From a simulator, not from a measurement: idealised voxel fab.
Title: Process Module voxel self aligned contacts
Cross-sectional view cut (width: 290 nm; square cell size: 5 nm).
Each cross-section below is a grid of square cells, stated as bands in top-down order, with one or more rows of cells making up each band.
Top, bottom (nm), then materials left to right with widths (nm); lone material tagged "everywhere" fills the whole band edge to edge; "blank" = empty space.
Below 0: as-received wafer, all one material; heights counted from there. Lowest band: no bottom, goes on down, written "0 nm and below".
Width spec "30->40" -> top row of cells at first value, bottom row at second value, equal per-row change in between.
You'll sometimes find "remains unaltered" written for a step, and that's the way of saying that nowhere in the cross-section did a cell change during that step.
The label "Tabulated closed voids" introduces a list of the empty spaces, 8 cells or larger, that have no open way up to the top; each entry in it reads width x height at distance, where the distance is taken from the left edge and all three are stated in nm.
Past the settings on a step's line: simulator remark, on that step.
overlay nm: step with mask; distance mask lay right of planned place; negative value = left of planned place.
**Process steps - plan**
1. RECEIVE (material Si)
2. CONFORMAL_DEP (material SiO2; thk nm 5)
3. DIRECTIONAL_DEP (material polySi; thk nm 30)
4. DIRECTIONAL_DEP (material SiN; thk nm 20)
5. MASKED_ETCH (tone cover; mask id GATE; width nm 25; pitch nm 60; etch materials SiN; depth nm 20; overlay nm 0)
6. MASKED_ETCH (tone cover; mask id GATE; width nm 25; pitch nm 60; etch materials polySi; depth nm 30; overlay nm 0)
7. CONFORMAL_DEP (material SiN; thk nm 10)
8. DIRECTIONAL_ETCH (etch materials SiN; depth nm 10)
9. FILL_DEP (material SiO2; thk nm 10)
10. CMP (height nm 60)
11. DIRECTIONAL_DEP (material aC; thk nm 15)
12. PATTERN (tone open; mask id CONTACT; material resist; width nm 45; thk nm 35; overlay nm 0)
13. DIRECTIONAL_ETCH (etch materials aC; depth nm 15)
14. STRIP (etch materials resist)
15. DIRECTIONAL_ETCH (etch materials SiO2; depth nm 60)
16. STRIP (etch materials aC)
17. CONFORMAL_DEP (material TiN; thk nm 5)
18. FILL_DEP (material W; thk nm 5)
19. CMP (height nm 60)
20. CONFORMAL_DEP (material SiN; thk nm 5)
**So this is the incoming wafer in cross-section - it's already been through step 1**
    0 nm and below = Si everywhere
    Tabulated closed voids: none
**Cross-section: first of two wafers, module finished, run according to plan**
    65 nm to 60 nm = SiN everywhere
    60 nm to 55 nm = 120 nm SiO2  20 nm TiN  5 nm W  20 nm TiN  125 nm SiO2
    55 nm to 35 nm = 90 nm SiO2  45 nm SiN  5 nm TiN  5 nm W  5 nm TiN  45 nm SiN  95 nm SiO2
    35 nm to 5 nm = 90 nm SiO2  10 nm SiN  25 nm polySi  10 nm SiN  5 nm TiN  5 nm W  5 nm TiN  10 nm SiN  25 nm polySi  10 nm SiN  95 nm SiO2
    5 nm to 0 nm = 135 nm SiO2  15 nm TiN  140 nm SiO2
    0 nm and below = Si everywhere
    Tabulated closed voids: none
**second wafer at the end: like start, like plan, one mistake**
    65 nm to 60 nm = SiN everywhere
    60 nm to 55 nm = 120 nm SiO2  15 nm TiN  15 nm W  15 nm TiN  125 nm SiO2
    55 nm to 40 nm = 95 nm SiO2  35 nm SiN  5 nm TiN  15 nm W  5 nm TiN  35 nm SiN  100 nm SiO2
    40 nm to 35 nm = 95 nm SiO2  35 nm SiN  10 nm TiN  5 nm W  10 nm TiN  35 nm SiN  100 nm SiO2
    35 nm to 5 nm = 90 nm SiO2  10 nm SiN  25 nm polySi  10 nm SiN  5 nm TiN  5 nm W  5 nm TiN  10 nm SiN  25 nm polySi  10 nm SiN  95 nm SiO2
    5 nm to 0 nm = 135 nm SiO2  15 nm TiN  140 nm SiO2
    0 nm and below = Si everywhere
    Tabulated closed voids: none
Plan not followed: planned and actual differ for step 5; actual: MASKED_ETCH (tone cover; mask id GATE; width nm 15; pitch nm 60; etch materials SiN; depth nm 20; overlay nm 0)
It is noted that, at the conclusion of processing, the second wafer exhibits a higher or lower cell count for certain materials relative to the first: 16 fewer of SiN; 8 more of SiO2; 8 more of W
